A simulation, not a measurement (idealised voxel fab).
The following process module bears the name voxel gate over fins.
The cross-section on display is named cut; it measures 200 nm wide, and its cells are 5 nm squares.
Think of the cross-section as a grid of square cells. We describe it in bands, top to bottom, and each band covers one or more rows of those cells. Per band: top height and bottom height in nm, followed by the left-to-right materials and their widths in nm; "edge to edge" marks a single material spanning edge to edge, "air" marks empty space. Heights are expressed relative to 0, this being the level below which the as-received wafer comprises one material exclusively. The lowest band is unbounded in the downward direction and is denoted as in "0 -> down". When a width is written as two numbers, as in "30 to 40", the first number is the width in the top row of cells of the band and the second is the width in its bottom row, and the width changes by the same amount from each row to the next. Take "nothing changed" at face value: in the step it is given for, the cross-section changed in none of its cells. So "Cavities, sealed" is basically the list of trapped voids: any empty space of 8 cells or more that can't reach the top through an opening. They're written width x height at distance, the distance being from the left edge, and it's all nm. Anything after a step's settings on that line? It's the simulator's own note about the step. What "overlay nm" on a step's line means: if the step has a mask, that mask lay this far to the right of its planned place, or, when the value is negative, to the left.

[Planned step list for the process]
1,RECEIVE | material Si
2,CONFORMAL_DEP | material SiN | thk nm 5
3,PATTERN | tone cover | mask id FINS | material resist | width nm 15 | pitch nm 50 | thk nm 15 | overlay nm 0
4,DIRECTIONAL_ETCH | etch materials SiN | depth nm 5
5,DIRECTIONAL_ETCH | etch materials Si | depth nm 30
6,STRIP | etch materials resist
7,FILL_DEP | material SiO2 | thk nm 15
8,CMP | height nm 5
9,MASKED_ETCH | tone open | mask id RAIL | width nm 15 | etch materials SiO2 | depth nm 30 | overlay nm 0
10,CONFORMAL_DEP | material TiN | thk nm 5
11,FILL_DEP | material W | thk nm 5
12,CMP | height nm 5
13,SELECTIVE_ETCH | etch materials W Ru TiN | depth nm 25
14,FILL_DEP | material SiO2 | thk nm 5
15,CMP | height nm 5
16,SELECTIVE_ETCH | etch materials SiO2 | depth nm 15
17,STRIP | etch materials SiN
18,CONFORMAL_DEP | material HfO2 | thk nm 5
19,CONFORMAL_DEP | material TiN | thk nm 5
20,FILL_DEP | material W | thk nm 15
21,CMP | height nm 20
22,CONFORMAL_DEP | material SiN | thk nm 5

[On the first of the two wafers: run conducted according to plan]

[This is the cross-section of the wafer as we received it, i.e. after step 1]
* 0 -> down: Si edge to edge
* Cavities, sealed: none

[Cross-section of the wafer after step 2]
* 5 -> 0: SiN edge to edge
* Everything below 0 is unchanged.

[Cross-section of the wafer after step 3]
* 20 -> 5: air (15) | resist (15) | air (35) | resist (15) | air (35) | resist (15) | air (35) | resist (15) | air (20)
* Everything below 5 is unchanged.

[Cross-section of the wafer after step 4]
* 20 -> 5: air (15) | resist (15) | air (35) | resist (15) | air (35) | resist (15) | air (35) | resist (15) | air (20)
* 5 -> 0: air (15) | SiN (15) | air (35) | SiN (15) | air (35) | SiN (15) | air (35) | SiN (15) | air (20)
* Everything below 0 is unchanged.

[Cross-section of the wafer after step 5]
* 20 -> 5: air (15) | resist (15) | air (35) | resist (15) | air (35) | resist (15) | air (35) | resist (15) | air (20)
* 5 -> 0: air (15) | SiN (15) | air (35) | SiN (15) | air (35) | SiN (15) | air (35) | SiN (15) | air (20)
* 0 -> -30: air (15) | Si (15) | air (35) | Si (15) | air (35) | Si (15) | air (35) | Si (15) | air (20)
* Everything below -30 is unchanged.

[Cross-section of the wafer after step 6]
* 5 -> 0: air (15) | SiN (15) | air (35) | SiN (15) | air (35) | SiN (15) | air (35) | SiN (15) | air (20)
* Everything below 0 is unchanged.

[Cross-section of the wafer after step 7]
* 20 -> 5: SiO2 edge to edge
* 5 -> 0: SiO2 (15) | SiN (15) | SiO2 (35) | SiN (15) | SiO2 (35) | SiN (15) | SiO2 (35) | SiN (15) | SiO2 (20)
* 0 -> -30: SiO2 (15) | Si (15) | SiO2 (35) | Si (15) | SiO2 (35) | Si (15) | SiO2 (35) | Si (15) | SiO2 (20)
* Everything below -30 is unchanged.

[Cross-section of the wafer after step 8]
* 5 -> 0: SiO2 (15) | SiN (15) | SiO2 (35) | SiN (15) | SiO2 (35) | SiN (15) | SiO2 (35) | SiN (15) | SiO2 (20)
* Everything below 0 is unchanged.

[Cross-section of the wafer after step 9]
* 5 -> 0: SiO2 (15) | SiN (15) | SiO2 (10) | air (15) | SiO2 (10) | SiN (15) | SiO2 (35) | SiN (15) | SiO2 (35) | SiN (15) | SiO2 (20)
* 0 -> -25: SiO2 (15) | Si (15) | SiO2 (10) | air (15) | SiO2 (10) | Si (15) | SiO2 (35) | Si (15) | SiO2 (35) | Si (15) | SiO2 (20)
* Everything below -25 is unchanged.

[Cross-section of the wafer after step 10]
* 10 -> 5: TiN (45) | air (5) | TiN (150)
* 5 -> 0: SiO2 (15) | SiN (15) | SiO2 (10) | TiN (5) | air (5) | TiN (5) | SiO2 (10) | SiN (15) | SiO2 (35) | SiN (15) | SiO2 (35) | SiN (15) | SiO2 (20)
* 0 -> -20: SiO2 (15) | Si (15) | SiO2 (10) | TiN (5) | air (5) | TiN (5) | SiO2 (10) | Si (15) | SiO2 (35) | Si (15) | SiO2 (35) | Si (15) | SiO2 (20)
* -20 -> -25: SiO2 (15) | Si (15) | SiO2 (10) | TiN (15) | SiO2 (10) | Si (15) | SiO2 (35) | Si (15) | SiO2 (35) | Si (15) | SiO2 (20)
* Everything below -25 is unchanged.

[Cross-section of the wafer after step 11]
* 15 -> 10: W edge to edge
* 10 -> 5: TiN (45) | W (5) | TiN (150)
* 5 -> 0: SiO2 (15) | SiN (15) | SiO2 (10) | TiN (5) | W (5) | TiN (5) | SiO2 (10) | SiN (15) | SiO2 (35) | SiN (15) | SiO2 (35) | SiN (15) | SiO2 (20)
* 0 -> -20: SiO2 (15) | Si (15) | SiO2 (10) | TiN (5) | W (5) | TiN (5) | SiO2 (10) | Si (15) | SiO2 (35) | Si (15) | SiO2 (35) | Si (15) | SiO2 (20)
* Everything below -20 is unchanged.

[Cross-section of the wafer after step 12]
* 5 -> 0: SiO2 (15) | SiN (15) | SiO2 (10) | TiN (5) | W (5) | TiN (5) | SiO2 (10) | SiN (15) | SiO2 (35) | SiN (15) | SiO2 (35) | SiN (15) | SiO2 (20)
* Everything below 0 is unchanged.

[Cross-section of the wafer after step 13]
* 5 -> 0: SiO2 (15) | SiN (15) | SiO2 (10) | air (15) | SiO2 (10) | SiN (15) | SiO2 (35) | SiN (15) | SiO2 (35) | SiN (15) | SiO2 (20)
* 0 -> -20: SiO2 (15) | Si (15) | SiO2 (10) | air (15) | SiO2 (10) | Si (15) | SiO2 (35) | Si (15) | SiO2 (35) | Si (15) | SiO2 (20)
* Everything below -20 is unchanged.

[Cross-section of the wafer after step 14]
* 10 -> 5: SiO2 edge to edge
* 5 -> 0: SiO2 (15) | SiN (15) | SiO2 (35) | SiN (15) | SiO2 (35) | SiN (15) | SiO2 (35) | SiN (15) | SiO2 (20)
* 0 -> -20: SiO2 (15) | Si (15) | SiO2 (35) | Si (15) | SiO2 (35) | Si (15) | SiO2 (35) | Si (15) | SiO2 (20)
* Everything below -20 is unchanged.

[Cross-section of the wafer after step 15]
* 5 -> 0: SiO2 (15) | SiN (15) | SiO2 (35) | SiN (15) | SiO2 (35) | SiN (15) | SiO2 (35) | SiN (15) | SiO2 (20)
* Everything below 0 is unchanged.

[Cross-section of the wafer after step 16]
* 5 -> 0: air (15) | SiN (15) | air (35) | SiN (15) | air (35) | SiN (15) | air (35) | SiN (15) | air (20)
* 0 -> -10: air (15) | Si (15) | air (35) | Si (15) | air (35) | Si (15) | air (35) | Si (15) | air (20)
* Everything below -10 is unchanged.

[Cross-section of the wafer after step 17]
* 0 -> -10: air (15) | Si (15) | air (35) | Si (15) | air (35) | Si (15) | air (35) | Si (15) | air (20)
* Everything below -10 is unchanged.

[Cross-section of the wafer after step 18]
* 5 -> 0: air (10) | HfO2 (25) | air (25) | HfO2 (25) | air (25) | HfO2 (25) | air (25) | HfO2 (25) | air (15)
* 0 -> -5: air (10) | HfO2 (5) | Si (15) | HfO2 (5) | air (25) | HfO2 (5) | Si (15) | HfO2 (5) | air (25) | HfO2 (5) | Si (15) | HfO2 (5) | air (25) | HfO2 (5) | Si (15) | HfO2 (5) | air (15)
* -5 -> -10: HfO2 (15) | Si (15) | HfO2 (35) | Si (15) | HfO2 (35) | Si (15) | HfO2 (35) | Si (15) | HfO2 (20)
* Everything below -10 is unchanged.

[Cross-section of the wafer after step 19]
* 10 -> 5: air (5) | TiN (35) | air (15) | TiN (35) | air (15) | TiN (35) | air (15) | TiN (35) | air (10)
* 5 -> 0: air (5) | TiN (5) | HfO2 (25) | TiN (5) | air (15) | TiN (5) | HfO2 (25) | TiN (5) | air (15) | TiN (5) | HfO2 (25) | TiN (5) | air (15) | TiN (5) | HfO2 (25) | TiN (5) | air (10)
* 0 -> -5: TiN (10) | HfO2 (5) | Si (15) | HfO2 (5) | TiN (25) | HfO2 (5) | Si (15) | HfO2 (5) | TiN (25) | HfO2 (5) | Si (15) | HfO2 (5) | TiN (25) | HfO2 (5) | Si (15) | HfO2 (5) | TiN (15)
* Everything below -5 is unchanged.

[Cross-section of the wafer after step 20]
* 25 -> 10: W edge to edge
* 10 -> 5: W (5) | TiN (35) | W (15) | TiN (35) | W (15) | TiN (35) | W (15) | TiN (35) | W (10)
* 5 -> 0: W (5) | TiN (5) | HfO2 (25) | TiN (5) | W (15) | TiN (5) | HfO2 (25) | TiN (5) | W (15) | TiN (5) | HfO2 (25) | TiN (5) | W (15) | TiN (5) | HfO2 (25) | TiN (5) | W (10)
* Everything below 0 is unchanged.

[Cross-section of the wafer after step 21]
* 20 -> 10: W edge to edge
* Everything below 10 is unchanged.

[Cross-section of the wafer after step 22]
* 25 -> 20: SiN edge to edge
* Everything below 20 is unchanged.

[Companion wafer, the second of two: same beginning, same intended sequence, one mistake in carrying it out; through step 15 inclusive it tracks the first exactly]

[Second wafer, sectioned view, at step 16's planned end time]
* 5 -> 0: SiO2 (15) | air (15) | SiO2 (35) | air (15) | SiO2 (35) | air (15) | SiO2 (35) | air (15) | SiO2 (20)
* Everything below 0 is unchanged.

[Second wafer, sectioned view, at step 17's planned end time]
* 0 -> -10: air (15) | Si (15) | air (35) | Si (15) | air (35) | Si (15) | air (35) | Si (15) | air (20)
* -10 -> -15: air (15) | Si (15) | air (15) | SiO2 (5) | air (15) | Si (15) | air (15) | SiO2 (5) | air (15) | Si (15) | air (15) | SiO2 (5) | air (15) | Si (15) | air (15) | SiO2 (5)
* Everything below -15 is unchanged.

[Second wafer, sectioned view, at step 18's planned end time]
* 5 -> 0: air (10) | HfO2 (25) | air (25) | HfO2 (25) | air (25) | HfO2 (25) | air (25) | HfO2 (25) | air (15)
* 0 -> -5: air (10) | HfO2 (5) | Si (15) | HfO2 (5) | air (25) | HfO2 (5) | Si (15) | HfO2 (5) | air (25) | HfO2 (5) | Si (15) | HfO2 (5) | air (25) | HfO2 (5) | Si (15) | HfO2 (5) | air (15)
* -5 -> -10: air (10) | HfO2 (5) | Si (15) | HfO2 (5) | air (5) | HfO2 (15) | air (5) | HfO2 (5) | Si (15) | HfO2 (5) | air (5) | HfO2 (15) | air (5) | HfO2 (5) | Si (15) | HfO2 (5) | air (5) | HfO2 (15) | air (5) | HfO2 (5) | Si (15) | HfO2 (5) | air (5) | HfO2 (10)
* -10 -> -15: HfO2 (15) | Si (15) | HfO2 (15) | SiO2 (5) | HfO2 (15) | Si (15) | HfO2 (15) | SiO2 (5) | HfO2 (15) | Si (15) | HfO2 (15) | SiO2 (5) | HfO2 (15) | Si (15) | HfO2 (15) | SiO2 (5)
* Everything below -15 is unchanged.

[Second wafer, sectioned view, at step 19's planned end time]
* 10 -> 5: air (5) | TiN (35) | air (15) | TiN (35) | air (15) | TiN (35) | air (15) | TiN (35) | air (10)
* 5 -> 0: air (5) | TiN (5) | HfO2 (25) | TiN (5) | air (15) | TiN (5) | HfO2 (25) | TiN (5) | air (15) | TiN (5) | HfO2 (25) | TiN (5) | air (15) | TiN (5) | HfO2 (25) | TiN (5) | air (10)
* 0 -> -5: air (5) | TiN (5) | HfO2 (5) | Si (15) | HfO2 (5) | TiN (25) | HfO2 (5) | Si (15) | HfO2 (5) | TiN (25) | HfO2 (5) | Si (15) | HfO2 (5) | TiN (25) | HfO2 (5) | Si (15) | HfO2 (5) | TiN (15)
* -5 -> -10: TiN (10) | HfO2 (5) | Si (15) | HfO2 (5) | TiN (5) | HfO2 (15) | TiN (5) | HfO2 (5) | Si (15) | HfO2 (5) | TiN (5) | HfO2 (15) | TiN (5) | HfO2 (5) | Si (15) | HfO2 (5) | TiN (5) | HfO2 (15) | TiN (5) | HfO2 (5) | Si (15) | HfO2 (5) | TiN (5) | HfO2 (10)
* Everything below -10 is unchanged.

[Second wafer, sectioned view, at step 20's planned end time]
* 25 -> 10: W edge to edge
* 10 -> 5: W (5) | TiN (35) | W (15) | TiN (35) | W (15) | TiN (35) | W (15) | TiN (35) | W (10)
* 5 -> 0: W (5) | TiN (5) | HfO2 (25) | TiN (5) | W (15) | TiN (5) | HfO2 (25) | TiN (5) | W (15) | TiN (5) | HfO2 (25) | TiN (5) | W (15) | TiN (5) | HfO2 (25) | TiN (5) | W (10)
* 0 -> -5: W (5) | TiN (5) | HfO2 (5) | Si (15) | HfO2 (5) | TiN (25) | HfO2 (5) | Si (15) | HfO2 (5) | TiN (25) | HfO2 (5) | Si (15) | HfO2 (5) | TiN (25) | HfO2 (5) | Si (15) | HfO2 (5) | TiN (15)
* Everything below -5 is unchanged.

[Second wafer, sectioned view, at step 21's planned end time]
* 20 -> 10: W edge to edge
* Everything below 10 is unchanged.

[Second wafer, sectioned view, at step 22's planned end time]
* 25 -> 20: SiN edge to edge
* Everything below 20 is unchanged.
The plan and the run diverged here: steps 16 and 17 swapped
Final cells, second wafer relative to first, materials higher or lower: 15 more of HfO2, 24 fewer of SiO2, 8 more of TiN, 1 more of W
